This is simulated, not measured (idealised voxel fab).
You're looking at the process module voxel transistor to metal.
Section shown: cut. Width: 285 nm. Cell size: 5 nm, square.
In this document a cross-section is written as a grid of square cells. It is given as a series of bands, listed from the top down, and a band is one or more rows of cells.
Within each band entry, the heights of the top and of the bottom of the band appear first, in that order and in nm; the materials of the band then follow from left to right, each with its corresponding width in nm. The designation "full width" on a single material indicates that it fills the band from edge to edge; the designation "blank" indicates empty space.
Heights are measured from 0, the level below which the as-received wafer is all one material; the lowest band has no bottom and continues downward, written as in "0..down".
Think of "30 to 40" as a width that walks from the first number to the second as you go down the band, top row to bottom row, taking equal-sized steps from row to row.
No cell of the cross-section changed in a step that is given as "no alterations made".
Basically, "Enclosed void entries" tells you about the enclosed voids: empty spaces with no open way to the top, 8 cells or bigger, each written width x height at distance, where distance is from the left edge, all in nm.
That trailing text on a step's line, after the settings, is the simulator's own remark on the step.
For masked steps, "overlay nm" on the step line gives how far right of plan the mask actually lay; a minus sign means it lay to the left.

## Here's what the planned process steps look like
1) RECEIVE | material Si
2) CONFORMAL_DEP | material SiO2 | thk nm 5
3) CONFORMAL_DEP | material SiN | thk nm 10
4) PATTERN | tone cover | mask id ACTIVE | material resist | width nm 115 | pitch nm 140 | thk nm 15 | overlay nm 0
5) DIRECTIONAL_ETCH | etch materials SiN | depth nm 10
6) DIRECTIONAL_ETCH | etch materials SiO2 | depth nm 5
7) DIRECTIONAL_ETCH | etch materials Si | depth nm 25
8) STRIP | etch materials resist
9) OXIDIZE | depth nm 5
10) FILL_DEP | material SiO2 | thk nm 5
11) CMP | height nm 15
12) SELECTIVE_ETCH | etch materials SiO2 | depth nm 5
13) STRIP | etch materials SiN
14) SELECTIVE_ETCH | etch materials SiO2 | depth nm 5
15) OXIDIZE | depth nm 5
16) DIRECTIONAL_DEP | material polySi | thk nm 25
17) DIRECTIONAL_DEP | material SiCN | thk nm 10
18) PATTERN | tone cover | mask id GATE | material resist | width nm 25 | pitch nm 140 | thk nm 20 | overlay nm 0
19) DIRECTIONAL_ETCH | etch materials SiCN | depth nm 20
20) DIRECTIONAL_ETCH | etch materials polySi | depth nm 35
21) STRIP | etch materials resist
22) CONFORMAL_DEP | material SiO2 | thk nm 5
23) DIRECTIONAL_ETCH | etch materials SiO2 | depth nm 5
24) CONFORMAL_DEP | material SiN | thk nm 10
25) DIRECTIONAL_ETCH | etch materials SiN | depth nm 10
26) DIRECTIONAL_ETCH | etch materials SiO2 | depth nm 5
27) DIRECTIONAL_ETCH | etch materials Si | depth nm 5
28) EPI | material nSi | thk nm 5
29) FILL_DEP | material SiO2 | thk nm 5
30) CMP | height nm 35
31) DIRECTIONAL_DEP | material SiO2 | thk nm 10
32) DIRECTIONAL_DEP | material aC | thk nm 10
33) PATTERN | tone open | mask id CONTACT | material resist | width nm 35 | pitch nm 70 | thk nm 30 | overlay nm 0
34) DIRECTIONAL_ETCH | etch materials aC | depth nm 10
35) STRIP | etch materials resist
36) DIRECTIONAL_ETCH | etch materials SiO2 | depth nm 50
37) STRIP | etch materials aC
38) CONFORMAL_DEP | material TiN | thk nm 5
39) FILL_DEP | material W | thk nm 5
40) CMP | height nm 45
41) DIRECTIONAL_DEP | material TiN | thk nm 5
42) DIRECTIONAL_DEP | material W | thk nm 25
43) PATTERN | tone cover | mask id METAL_1 | material resist | width nm 20 | thk nm 15 | overlay nm 0
44) DIRECTIONAL_ETCH | etch materials W | depth nm 25
45) DIRECTIONAL_ETCH | etch materials TiN | depth nm 5
46) STRIP | etch materials resist
47) CONFORMAL_DEP | material SiN | thk nm 5
48) FILL_DEP | material SiO2 | thk nm 10
49) CMP | height nm 75
50) CONFORMAL_DEP | material SiCN | thk nm 5

## This is the cross-section of the wafer as we received it, i.e. after step 1
0..down  Si full width
Enclosed void entries: none

## Module complete, cross-section. Starting point and plan per above. One mistake made in running the module
80..75  SiCN full width
75..50  SiO2 15 nm; SiN 5 nm; W 20 nm; SiN 5 nm; SiO2 55 nm; SiN 5 nm; W 20 nm; SiN 5 nm; SiO2 25 nm; SiN 5 nm; W 20 nm; SiN 5 nm; SiO2 55 nm; SiN 5 nm; W 20 nm; SiN 5 nm; SiO2 15 nm
50..45  SiN 20 nm; TiN 20 nm; SiN 65 nm; TiN 20 nm; SiN 35 nm; TiN 20 nm; SiN 65 nm; TiN 20 nm; SiN 20 nm
45..35  SiO2 20 nm; TiN 5 nm; W 25 nm; TiN 5 nm; SiO2 35 nm; TiN 5 nm; W 25 nm; TiN 5 nm; SiO2 35 nm; TiN 5 nm; W 25 nm; TiN 5 nm; SiO2 35 nm; TiN 5 nm; W 25 nm; TiN 5 nm; SiO2 20 nm
35..25  SiO2 20 nm; TiN 5 nm; W 25 nm; TiN 5 nm; SiO2 5 nm; SiCN 25 nm; SiO2 5 nm; TiN 5 nm; W 25 nm; TiN 5 nm; SiO2 35 nm; TiN 5 nm; W 25 nm; TiN 5 nm; SiO2 5 nm; SiCN 25 nm; SiO2 5 nm; TiN 5 nm; W 25 nm; TiN 5 nm; SiO2 20 nm
25..5  SiO2 20 nm; TiN 5 nm; W 25 nm; TiN 5 nm; SiO2 5 nm; polySi 25 nm; SiO2 5 nm; TiN 5 nm; W 25 nm; TiN 5 nm; SiO2 35 nm; TiN 5 nm; W 25 nm; TiN 5 nm; SiO2 5 nm; polySi 25 nm; SiO2 5 nm; TiN 5 nm; W 25 nm; TiN 5 nm; SiO2 20 nm
5..0  SiO2 20 nm; TiN 5 nm; W 20 nm; TiN 10 nm; SiO2 5 nm; polySi 25 nm; SiO2 5 nm; TiN 10 nm; W 20 nm; TiN 5 nm; SiO2 35 nm; TiN 5 nm; W 20 nm; TiN 10 nm; SiO2 5 nm; polySi 25 nm; SiO2 5 nm; TiN 10 nm; W 20 nm; TiN 5 nm; SiO2 20 nm
0..-5  SiO2 20 nm; TiN 30 nm; nSi 5 nm; SiO2 35 nm; nSi 5 nm; TiN 30 nm; SiO2 35 nm; TiN 30 nm; nSi 5 nm; SiO2 35 nm; nSi 5 nm; TiN 30 nm; SiO2 20 nm
-5..-10  SiO2 20 nm; nSi 35 nm; Si 35 nm; nSi 35 nm; SiO2 35 nm; nSi 35 nm; Si 35 nm; nSi 35 nm; SiO2 20 nm
-10..-30  SiO2 20 nm; Si 105 nm; SiO2 35 nm; Si 105 nm; SiO2 20 nm
-30..down  Si full width
Enclosed void entries: none
Heads up, the wafer didn't run the way we planned it: step 24 of the plan was omitted and not executed
